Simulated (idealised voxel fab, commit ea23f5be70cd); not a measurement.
Process module in this document: voxel transistor to metal
The cross-section on display is named cut; it measures 200 nm wide, and its cells are 5 nm squares.
A cross-section in this document is a grid of square cells, and it is written down as bands, the top band listed before the ones below it; a band is made up of one or more rows of cells. The entry gives the band's vertical extent as a top height and a bottom height in nm, then its horizontal make-up as materials from left to right, each with a width in nm. "empty" stands for empty space; a single material marked "everywhere" fills the band edge to edge. It should be noted that heights are counted from 0, beneath which the wafer as supplied is of one material throughout, and that the lowest band possesses no lower boundary but continues downward, as written in "z 0 and below". Think of "30->40" as a width that walks from the first number to the second as you go down the band, top row to bottom row, taking equal-sized steps from row to row. "no alteration" (step): cross-section cells unchanged, all of them. In "Voids lacking openings" the enclosed voids are listed, meaning empty spaces of 8 cells or larger without any opening to the top. The form is width x height at distance, distance from the left edge, units nm. Text after the settings on a step's line: the simulator's own remark on that step. "overlay nm" denotes, for a step that has a mask, the displacement of the mask to the right of its planned place, with negative values corresponding to the left.

-- The following list gives the planned process steps
| 1 | RECEIVE: material Si |
| 2 | CONFORMAL_DEP: material SiO2, thk nm 5 |
| 3 | CONFORMAL_DEP: material SiN, thk nm 15 |
| 4 | PATTERN: tone cover, mask id ACTIVE, material resist, width nm 105, thk nm 15, overlay nm 0 |
| 5 | DIRECTIONAL_ETCH: etch materials SiN, depth nm 15 |
| 6 | DIRECTIONAL_ETCH: etch materials SiO2, depth nm 5 |
| 7 | DIRECTIONAL_ETCH: etch materials Si, depth nm 35 |
| 8 | STRIP: etch materials resist |
| 9 | OXIDIZE: depth nm 5 |
| 10 | FILL_DEP: material SiO2, thk nm 5 |
| 11 | CMP: height nm 20 |
| 12 | SELECTIVE_ETCH: etch materials SiO2, depth nm 15 |
| 13 | STRIP: etch materials SiN |
| 14 | SELECTIVE_ETCH: etch materials SiO2, depth nm 5 |
| 15 | OXIDIZE: depth nm 5 |
| 16 | DIRECTIONAL_DEP: material polySi, thk nm 30 |
| 17 | DIRECTIONAL_DEP: material SiCN, thk nm 15 |
| 18 | DIRECTIONAL_DEP: material aC, thk nm 15 |
| 19 | PATTERN: tone cover, mask id GATE, material resist, width nm 15, thk nm 30, overlay nm 0 |
| 20 | DIRECTIONAL_ETCH: etch materials aC, depth nm 15 |
| 21 | STRIP: etch materials resist |
| 22 | DIRECTIONAL_ETCH: etch materials SiCN, depth nm 25 |
| 23 | DIRECTIONAL_ETCH: etch materials polySi, depth nm 40 |
| 24 | STRIP: etch materials aC |
| 25 | CONFORMAL_DEP: material SiN, thk nm 10 |
| 26 | DIRECTIONAL_ETCH: etch materials SiN, depth nm 10 |
| 27 | DIRECTIONAL_ETCH: etch materials SiO2, depth nm 5 |
| 28 | DIRECTIONAL_ETCH: etch materials Si, depth nm 10 |
| 29 | EPI: material pSi, thk nm 5 |
| 30 | FILL_DEP: material SiO2, thk nm 5 |
| 31 | CMP: height nm 45 |
| 32 | DIRECTIONAL_DEP: material SiO2, thk nm 10 |
| 33 | MASKED_ETCH: tone open, mask id CONTACT, width nm 20, pitch nm 75, etch materials SiO2, depth nm 55, overlay nm 0 |
| 34 | CONFORMAL_DEP: material TiN, thk nm 5 |
| 35 | FILL_DEP: material Ru, thk nm 10 |
| 36 | CMP: height nm 55 |
| 37 | CONFORMAL_DEP: material SiCN, thk nm 5 |
| 38 | DIRECTIONAL_DEP: material SiO2, thk nm 20 |
| 39 | MASKED_ETCH: tone open, mask id METAL_1, width nm 20, pitch nm 75, etch materials SiO2, depth nm 20, overlay nm 0 |
| 40 | MASKED_ETCH: tone open, mask id METAL_1, width nm 20, pitch nm 75, etch materials SiCN, depth nm 5, overlay nm 0 |
| 41 | CONFORMAL_DEP: material TiN, thk nm 5 |
| 42 | FILL_DEP: material Cu, thk nm 5 |
| 43 | CMP: height nm 80 |
| 44 | CONFORMAL_DEP: material SiCN, thk nm 5 |
| 45 | DIRECTIONAL_DEP: material lowk, thk nm 35 |
| 46 | PATTERN: tone open, mask id METAL_2, material resist, width nm 20, pitch nm 75, thk nm 15, overlay nm 0 |
| 47 | DIRECTIONAL_ETCH: etch materials lowk, depth nm 20 |
| 48 | STRIP: etch materials resist |
| 49 | MASKED_ETCH: tone open, mask id METAL_2_HOLES, width nm 15, pitch nm 75, etch materials lowk, depth nm 15, overlay nm 0 |
| 50 | MASKED_ETCH: tone open, mask id METAL_2_HOLES, width nm 15, pitch nm 75, etch materials SiCN, depth nm 5, overlay nm 0 |
| 51 | CONFORMAL_DEP: material TiN, thk nm 5 |
| 52 | FILL_DEP: material Ru, thk nm 5 |
| 53 | CMP: height nm 120 |
| 54 | CONFORMAL_DEP: material SiN, thk nm 5 |
Same starting wafers, different thk nm at step 29. Plan value belongs to the first wafer.

-- Cross-section of the first of several wafers as received (after step 1)
> z 0 and below  Si everywhere
> Voids lacking openings: none

-- The cross-section of the first of several wafers is given below for the end of the module, after its final step, step 54
> z 125 to 120  SiN everywhere
> z 120 to 105  50 lowk  5 TiN  10 Ru  5 TiN  55 lowk  5 TiN  10 Ru  5 TiN  55 lowk
> z 105 to 100  50 lowk  5 TiN  5 Ru  10 TiN  55 lowk  5 TiN  5 Ru  10 TiN  55 lowk
> z 100 to 85  50 lowk  5 TiN  5 Ru  5 TiN  60 lowk  5 TiN  5 Ru  5 TiN  60 lowk
> z 85 to 80  50 SiCN  15 TiN  60 SiCN  15 TiN  60 SiCN
> z 80 to 60  50 SiO2  5 TiN  10 Cu  5 TiN  55 SiO2  5 TiN  10 Cu  5 TiN  55 SiO2
> z 60 to 55  50 SiCN  20 TiN  55 SiCN  20 TiN  55 SiCN
> z 55 to 45  50 SiO2  5 TiN  10 Ru  5 TiN  55 SiO2  5 TiN  10 Ru  5 TiN  55 SiO2
> z 45 to 30  50 SiO2  5 TiN  10 Ru  5 TiN  10 SiO2  10 SiN  15 SiCN  10 SiN  10 SiO2  5 TiN  10 Ru  5 TiN  55 SiO2
> z 30 to 5  50 SiO2  5 TiN  10 Ru  5 TiN  10 SiO2  10 SiN  15 polySi  10 SiN  10 SiO2  5 TiN  10 Ru  5 TiN  55 SiO2
> z 5 to 0  50 SiO2  20 TiN  10 SiO2  10 SiN  15 polySi  10 SiN  10 SiO2  20 TiN  55 SiO2
> z 0 to -5  75 SiO2  5 pSi  35 SiO2  5 pSi  80 SiO2
> z -5 to -15  75->50 SiO2  5->30 pSi  35 Si  5->30 pSi  80->55 SiO2
> z -15 to -40  50 SiO2  95 Si  55 SiO2
> z -40 and below  Si everywhere
> Voids lacking openings: none

-- Cross-section of the last wafer at end of module
> z 125 to 120  SiN everywhere
> z 120 to 105  50 lowk  5 TiN  10 Ru  5 TiN  55 lowk  5 TiN  10 Ru  5 TiN  55 lowk
> z 105 to 100  50 lowk  5 TiN  5 Ru  10 TiN  55 lowk  5 TiN  5 Ru  10 TiN  55 lowk
> z 100 to 85  50 lowk  5 TiN  5 Ru  5 TiN  60 lowk  5 TiN  5 Ru  5 TiN  60 lowk
> z 85 to 80  50 SiCN  15 TiN  60 SiCN  15 TiN  60 SiCN
> z 80 to 60  50 SiO2  5 TiN  10 Cu  5 TiN  55 SiO2  5 TiN  10 Cu  5 TiN  55 SiO2
> z 60 to 55  50 SiCN  20 TiN  55 SiCN  20 TiN  55 SiCN
> z 55 to 45  50 SiO2  5 TiN  10 Ru  5 TiN  55 SiO2  5 TiN  10 Ru  5 TiN  55 SiO2
> z 45 to 30  50 SiO2  5 TiN  10 Ru  5 TiN  10 SiO2  10 SiN  15 SiCN  10 SiN  10 SiO2  5 TiN  10 Ru  5 TiN  55 SiO2
> z 30 to 25  50 SiO2  20 TiN  10 SiO2  10 SiN  15 polySi  10 SiN  10 SiO2  20 TiN  55 SiO2
> z 25 to 15  50 SiO2  30 pSi  10 SiN  15 polySi  10 SiN  30 pSi  55 SiO2
> z 15 to 0  30 SiO2  50 pSi  10 SiN  15 polySi  10 SiN  50 pSi  35 SiO2
> z 0 to -5  30 SiO2  50 pSi  35 SiO2  50 pSi  35 SiO2
> z -5 to -15  50 SiO2  30 pSi  35 Si  30 pSi  55 SiO2
> z -15 to -40  50 SiO2  95 Si  55 SiO2
> z -40 and below  Si everywhere
> Voids lacking openings: none

-- Per wafer, end of module: cells gained (+) or lost (-) per material since receipt, then closed voids
thk nm 5 | +16 Cu | +60 Ru | -211 Si | +75 SiCN | +76 SiN | +612 SiO2 | +108 TiN | +230 lowk | +16 pSi | +18 polySi | Voids lacking openings: none
thk nm 10 | +16 Cu | +60 Ru | -211 Si | +75 SiCN | +76 SiN | +596 SiO2 | +108 TiN | +230 lowk | +32 pSi | +18 polySi | Voids lacking openings: none
thk nm 15 | +16 Cu | +56 Ru | -211 Si | +75 SiCN | +76 SiN | +582 SiO2 | +108 TiN | +230 lowk | +50 pSi | +18 polySi | Voids lacking openings: none
thk nm 20 | +16 Cu | +48 Ru | -211 Si | +75 SiCN | +76 SiN | +572 SiO2 | +104 TiN | +230 lowk | +72 pSi | +18 polySi | Voids lacking openings: none
thk nm 25 | +16 Cu | +44 Ru | -211 Si | +75 SiCN | +76 SiN | +558 SiO2 | +96 TiN | +230 lowk | +98 pSi | +18 polySi | Voids lacking openings: none
thk nm 30 | +16 Cu | +40 Ru | -211 Si | +75 SiCN | +76 SiN | +540 SiO2 | +88 TiN | +230 lowk | +128 pSi | +18 polySi | Voids lacking openings: none
